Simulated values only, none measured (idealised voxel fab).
The following process module bears the name voxel capacitor over wiring.
Cross-section cut spans 225 nm and uses square cells 5 nm in size.
Think of the cross-section as a grid of square cells. We describe it in bands, top to bottom, and each band covers one or more rows of those cells. Look at the band entry: it leads with the top's height and the bottom's height in nm. Then it lists the materials left to right, with a width in nm for each. The word "edge to edge" on a single material says that material fills the band edge to edge. The word "air" is empty space. It should be noted that heights are counted from 0, beneath which the wafer as supplied is of one material throughout, and that the lowest band possesses no lower boundary but continues downward, as written in "0 and below". You'd read "30->40" like this: the band's top row of cells is as wide as the first number, its bottom row is as wide as the second, and going down, every row changes width by the same amount as the row before did. Step note "no alterations made" = no cross-section cell changed. Heads up: "Closed empty spaces" only lists the empty pockets with no open path to the top that are 8 cells or more, and it writes them as width x height at distance, distance from the left edge, in nm. Text after the settings on a step's line: the simulator's own remark on that step. "overlay nm" answers the question of how far to the right of plan the mask lay on a step that has a mask, and when it is negative the answer is to the left.

## Intended process steps
1: RECEIVE,material Si
2: CONFORMAL_DEP,material SiO2,thk nm 10
3: DIRECTIONAL_DEP,material TiN,thk nm 5
4: DIRECTIONAL_DEP,material Ru,thk nm 15
5: DIRECTIONAL_DEP,material aC,thk nm 10
6: PATTERN,tone cover,mask id METAL_1,material resist,width nm 30,pitch nm 80,thk nm 25,overlay nm 0
7: DIRECTIONAL_ETCH,etch materials aC,depth nm 10
8: STRIP,etch materials resist
9: DIRECTIONAL_ETCH,etch materials Ru,depth nm 15
10: DIRECTIONAL_ETCH,etch materials TiN,depth nm 5
11: STRIP,etch materials aC
12: CONFORMAL_DEP,material SiCN,thk nm 5
13: FILL_DEP,material lowk,thk nm 10
14: CMP,height nm 30
15: CONFORMAL_DEP,material SiCN,thk nm 5
16: DIRECTIONAL_DEP,material SiO2,thk nm 20
17: MASKED_ETCH,tone open,mask id PLUG_1,width nm 15,etch materials SiO2,depth nm 20,overlay nm 0
18: MASKED_ETCH,tone open,mask id PLUG_1,width nm 15,etch materials SiCN,depth nm 5,overlay nm 0
19: EPI,material Ru,thk nm 10
20: EPI,material Ru,thk nm 10
21: EPI,material Ru,thk nm 5
22: DIRECTIONAL_DEP,material TiN,thk nm 10
23: DIRECTIONAL_DEP,material Al2O3,thk nm 5
24: DIRECTIONAL_DEP,material TiN,thk nm 5
25: DIRECTIONAL_DEP,material aC,thk nm 10
26: PATTERN,tone cover,mask id UPPER_PLATE,material resist,width nm 55,thk nm 30,overlay nm 0
27: DIRECTIONAL_ETCH,etch materials aC,depth nm 10
28: STRIP,etch materials resist
29: DIRECTIONAL_ETCH,etch materials TiN,depth nm 5
30: DIRECTIONAL_ETCH,etch materials Al2O3,depth nm 5
31: STRIP,etch materials aC
32: PATTERN,tone cover,mask id LOWER_PLATE,material resist,width nm 65,thk nm 15,overlay nm 0
33: DIRECTIONAL_ETCH,etch materials TiN,depth nm 10
34: STRIP,etch materials resist
35: FILL_DEP,material SiO2,thk nm 20
36: CMP,height nm 90
37: PATTERN,tone open,mask id PLUG_2,material resist,width nm 15,thk nm 20,overlay nm 0
38: DIRECTIONAL_ETCH,etch materials SiO2,depth nm 15
39: STRIP,etch materials resist
40: CONFORMAL_DEP,material TiN,thk nm 5
41: FILL_DEP,material Cu,thk nm 10
42: CMP,height nm 90
43: CONFORMAL_DEP,material SiCN,thk nm 5

## Incoming wafer, cross-sectional view, post step 1
  0 and below | Si edge to edge
  Closed empty spaces: none

## Post-module cross-section: identical start and plan to those above, one misstep in execution
  95 down to 90 | SiCN edge to edge
  90 down to 80 | SiO2 80  TiN 5  Cu 5  TiN 5  SiO2 130
  80 down to 75 | SiO2 80  TiN 15  SiO2 130
  75 down to 70 | SiO2 edge to edge
  70 down to 65 | SiO2 70  TiN 55  SiO2 100
  65 down to 55 | SiO2 65  TiN 65  SiO2 95
  55 down to 35 | SiO2 70  Ru 15  SiO2 140
  35 down to 30 | SiCN 70  Ru 15  SiCN 140
  30 down to 15 | lowk 50  SiCN 5  Ru 30  SiCN 5  lowk 40  SiCN 5  Ru 30  SiCN 5  lowk 55
  15 down to 10 | SiCN 55  TiN 30  SiCN 50  TiN 30  SiCN 60
  10 down to 0 | SiO2 edge to edge
  0 and below | Si edge to edge
  Closed empty spaces: none
Deviation from plan: it should be noted that step 23 of the plan was omitted and was not performed
